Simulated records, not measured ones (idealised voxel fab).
process module | voxel ribs on slabs
cross-section cut | 225 nm wide | cells 5 nm
A cross-section is a grid of square cells, given in bands from the top down. A band is one or more rows of cells.
Each band's line starts with the height of the band's top and of its bottom, in nm. Then come its materials from left to right, each with its width in nm. One material with "throughout" fills the band from edge to edge. "air" is empty space.
Height 0 is the level under which the wafer as received is all one material. The lowest band goes on downwards, as in "0 down".
A width such as "30 to 40" changes by the same amount from each row of cells to the next, from the band's top row to its bottom row.
"no change" after a step means that no cell of the cross-section changed.
closed voids: empty space of 8 cells or more with no open way to the top, each as width x height at its distance from the left edge, in nm
after a step's settings: what the simulator itself notes on the step
overlay nm, on a step with a mask: how far to the right of its planned place the mask lay; to the left if negative
plan
1 op RECEIVE | material Si
2 op DIRECTIONAL_DEP | material SiO2 | thk nm 25
3 op DIRECTIONAL_DEP | material SiN | thk nm 15
4 op DIRECTIONAL_DEP | material aC | thk nm 15
5 op PATTERN | tone cover | mask id RIB | material resist | width nm 15 | thk nm 35 | overlay nm 0
6 op DIRECTIONAL_ETCH | etch materials aC | depth nm 15
7 op STRIP | etch materials resist
8 op DIRECTIONAL_ETCH | etch materials SiN | depth nm 10
9 op STRIP | etch materials aC
10 op MASKED_ETCH | tone cover | mask id SLAB | width nm 55 | etch materials SiN | depth nm 5 | overlay nm -15
11 op FILL_DEP | material SiO2 | thk nm 20
12 op CMP | height nm 55
13 op DIRECTIONAL_DEP | material TiN | thk nm 5
14 op PATTERN | tone cover | mask id HEATER | material resist | width nm 25 | thk nm 20 | overlay nm 0
15 op DIRECTIONAL_ETCH | etch materials TiN | depth nm 5
16 op STRIP | etch materials resist
17 op CONFORMAL_DEP | material SiN | thk nm 10
varied across the wafers: overlay nm of step 10. The plan shows the first wafer's value. All wafers start alike
first wafer as received, after step 1
  0 down: Si throughout
  closed voids: none
first wafer at the end, after step 17
  70 to 65: air 90 | SiN 45 | air 90
  65 to 60: SiN throughout
  60 to 55: SiN 100 | TiN 25 | SiN 100
  55 to 40: SiO2 throughout
  40 to 30: SiO2 105 | SiN 15 | SiO2 105
  30 to 25: SiO2 70 | SiN 55 | SiO2 100
  25 to 0: SiO2 throughout
  0 down: Si throughout
  closed voids: none
last wafer at the end
  70 to 65: air 90 | SiN 45 | air 90
  65 to 60: SiN throughout
  60 to 55: SiN 100 | TiN 25 | SiN 100
  55 to 40: SiO2 throughout
  40 to 30: SiO2 105 | SiN 15 | SiO2 105
  30 to 25: SiO2 100 | SiN 55 | SiO2 70
  25 to 0: SiO2 throughout
  0 down: Si throughout
  closed voids: none
each wafer at the end: cells of each material gained (+) or lost (-) since it was received, then its closed voids
overlay nm -15 | +111 SiN | +478 SiO2 | +5 TiN | closed voids: none
overlay nm -10 | +111 SiN | +478 SiO2 | +5 TiN | closed voids: none
overlay nm -5 | +111 SiN | +478 SiO2 | +5 TiN | closed voids: none
overlay nm 0 | +111 SiN | +478 SiO2 | +5 TiN | closed voids: none
overlay nm 5 | +111 SiN | +478 SiO2 | +5 TiN | closed voids: none
overlay nm 10 | +111 SiN | +478 SiO2 | +5 TiN | closed voids: none
overlay nm 15 | +111 SiN | +478 SiO2 | +5 TiN | closed voids: none
